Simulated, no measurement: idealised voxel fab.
Process module in this document: voxel ribs on slabs
In the cross-section labelled cut, the width is 225 nm and each square cell is 5 nm.
If you're reading a cross-section in this doc, picture square cells in a grid; it comes to you as bands, top ones listed first down to the bottom, and a band can be one or more rows of cells. Top height, bottom height, nm. Materials left to right, width each, nm. Single material + "edge to edge" = fills band edge to edge. "empty" = empty. Height reference: 0 = level under which incoming wafer is all one material. Lowest band: no bottom, runs on downward, e.g. "0 down". Note: "30 to 40" means the width goes from the first number (top row of the band) to the second number (bottom row) in equal steps per row of cells. Basically "nothing was modified" means that step didn't change any cell in the cross-section. Heads up: "Non-vented voids" only lists the empty pockets with no open path to the top that are 8 cells or more, and it writes them as width x height at distance, distance from the left edge, in nm. Note: text after step settings on the step line = simulator remark on that step. When a step includes a mask, the "overlay nm" setting on its line states how far to the right of its planned place that mask lay, and negative values state how far to the left.
-- The planned process steps are enumerated hereunder
1) RECEIVE with material Si
2) DIRECTIONAL_DEP with material SiO2, thk nm 30
3) DIRECTIONAL_DEP with material SiN, thk nm 25
4) PATTERN with tone cover, mask id RIB, material resist, width nm 20, thk nm 20, overlay nm 0
5) DIRECTIONAL_ETCH with etch materials SiN, depth nm 10
6) STRIP with etch materials resist
7) MASKED_ETCH with tone cover, mask id SLAB, width nm 80, etch materials SiN, depth nm 15, overlay nm 0
8) FILL_DEP with material SiO2, thk nm 25
9) CMP with height nm 70
10) DIRECTIONAL_DEP with material TiN, thk nm 10
11) PATTERN with tone cover, mask id HEATER, material resist, width nm 30, thk nm 15, overlay nm 0
12) DIRECTIONAL_ETCH with etch materials TiN, depth nm 10
13) STRIP with etch materials resist
14) CONFORMAL_DEP with material SiO2, thk nm 5
-- Received-state cross-section, reflecting completion of step 1
  0 down | Si edge to edge
  Non-vented voids: none
-- Wafer at module end, in section. Began as above, planned as above, run with one mistake
  80 to 70 | empty: 95; TiN: 30; empty: 100
  70 to 55 | SiO2 edge to edge
  55 to 45 | SiO2: 100; SiN: 20; SiO2: 105
  45 to 30 | SiO2: 70; SiN: 80; SiO2: 75
  30 to 0 | SiO2 edge to edge
  0 down | Si edge to edge
  Non-vented voids: none
Nonconformance to the process plan: step 14 of the plan was excluded from execution and never run
